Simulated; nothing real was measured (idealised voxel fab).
process module | voxel wiring stack
cross-section cut | 205 nm wide | cells 5 nm
A cross-section is a grid of square cells, given in bands from the top down. A band is one or more rows of cells.
Each band's line starts with the height of the band's top and of its bottom, in nm. Then come its materials from left to right, each with its width in nm. One material with "throughout" fills the band from edge to edge. "air" is empty space.
Height 0 is the level under which the wafer as received is all one material. The lowest band goes on downwards, as in "0 down".
A width such as "30 to 40" changes by the same amount from each row of cells to the next, from the band's top row to its bottom row.
"no change" after a step means that no cell of the cross-section changed.
closed voids: empty space of 8 cells or more with no open way to the top, each as width x height at its distance from the left edge, in nm
after a step's settings: what the simulator itself notes on the step
overlay nm, on a step with a mask: how far to the right of its planned place the mask lay; to the left if negative
plan
1 op RECEIVE | material Si
2 op CONFORMAL_DEP | material SiO2 | thk nm 10
3 op DIRECTIONAL_DEP | material TiN | thk nm 5
4 op DIRECTIONAL_DEP | material Ru | thk nm 15
5 op DIRECTIONAL_DEP | material aC | thk nm 15
6 op PATTERN | tone cover | mask id METAL_1 | material resist | width nm 20 | pitch nm 60 | thk nm 35 | overlay nm 0
7 op DIRECTIONAL_ETCH | etch materials aC | depth nm 15
8 op STRIP | etch materials resist
9 op DIRECTIONAL_ETCH | etch materials Ru | depth nm 15
10 op DIRECTIONAL_ETCH | etch materials TiN | depth nm 5
11 op STRIP | etch materials aC
12 op FILL_DEP | material lowk | thk nm 5
13 op CMP | height nm 30
14 op CONFORMAL_DEP | material SiCN | thk nm 5
15 op DIRECTIONAL_DEP | material lowk | thk nm 25
16 op PATTERN | tone open | mask id METAL_2 | material resist | width nm 30 | pitch nm 60 | thk nm 20 | overlay nm 0
17 op DIRECTIONAL_ETCH | etch materials lowk | depth nm 15
18 op STRIP | etch materials resist
19 op PATTERN | tone open | mask id METAL_2_HOLES | material resist | width nm 15 | pitch nm 60 | thk nm 20 | overlay nm 0
20 op DIRECTIONAL_ETCH | etch materials lowk | depth nm 10
21 op DIRECTIONAL_ETCH | etch materials SiCN | depth nm 5
22 op STRIP | etch materials resist
23 op CONFORMAL_DEP | material TiN | thk nm 5
24 op FILL_DEP | material Ru | thk nm 5
25 op CMP | height nm 60
26 op CONFORMAL_DEP | material SiCN | thk nm 5
27 op DIRECTIONAL_DEP | material SiO2 | thk nm 10
28 op PATTERN | tone open | mask id PLUG_2 | material resist | width nm 15 | pitch nm 60 | thk nm 20 | overlay nm 0
29 op DIRECTIONAL_ETCH | etch materials SiO2 | depth nm 10
30 op DIRECTIONAL_ETCH | etch materials SiCN | depth nm 5
31 op STRIP | etch materials resist
32 op CONFORMAL_DEP | material TiN | thk nm 5
33 op FILL_DEP | material W | thk nm 5
34 op CMP | height nm 75
35 op CONFORMAL_DEP | material SiN | thk nm 5
36 op DIRECTIONAL_DEP | material lowk | thk nm 20
37 op DIRECTIONAL_DEP | material aC | thk nm 15
38 op PATTERN | tone open | mask id METAL_3 | material resist | width nm 30 | pitch nm 60 | thk nm 30 | overlay nm 0
39 op DIRECTIONAL_ETCH | etch materials aC | depth nm 15
40 op STRIP | etch materials resist
41 op DIRECTIONAL_ETCH | etch materials lowk | depth nm 20
42 op DIRECTIONAL_ETCH | etch materials SiN | depth nm 5
43 op STRIP | etch materials aC
44 op CONFORMAL_DEP | material TiN | thk nm 5
45 op FILL_DEP | material Ru | thk nm 5
46 op CMP | height nm 100
47 op CONFORMAL_DEP | material SiN | thk nm 5
varied across the wafers: width nm of step 6. The plan shows the first wafer's value. All wafers start alike
first wafer as received, after step 1
  0 down: Si throughout
  closed voids: none
each wafer at the end: cells of each material gained (+) or lost (-) since it was received, then its closed voids
width nm 20 | +78 Ru | +70 SiCN | +70 SiN | +152 SiO2 | +82 TiN | +4 W | +405 lowk | closed voids: none
width nm 25 | +84 Ru | +70 SiCN | +70 SiN | +152 SiO2 | +84 TiN | +4 W | +397 lowk | closed voids: none
width nm 30 | +90 Ru | +70 SiCN | +70 SiN | +152 SiO2 | +86 TiN | +4 W | +389 lowk | closed voids: none
width nm 35 | +96 Ru | +70 SiCN | +70 SiN | +152 SiO2 | +88 TiN | +4 W | +381 lowk | closed voids: none
width nm 40 | +102 Ru | +70 SiCN | +70 SiN | +152 SiO2 | +90 TiN | +4 W | +373 lowk | closed voids: none
width nm 45 | +108 Ru | +70 SiCN | +70 SiN | +152 SiO2 | +92 TiN | +4 W | +365 lowk | closed voids: none
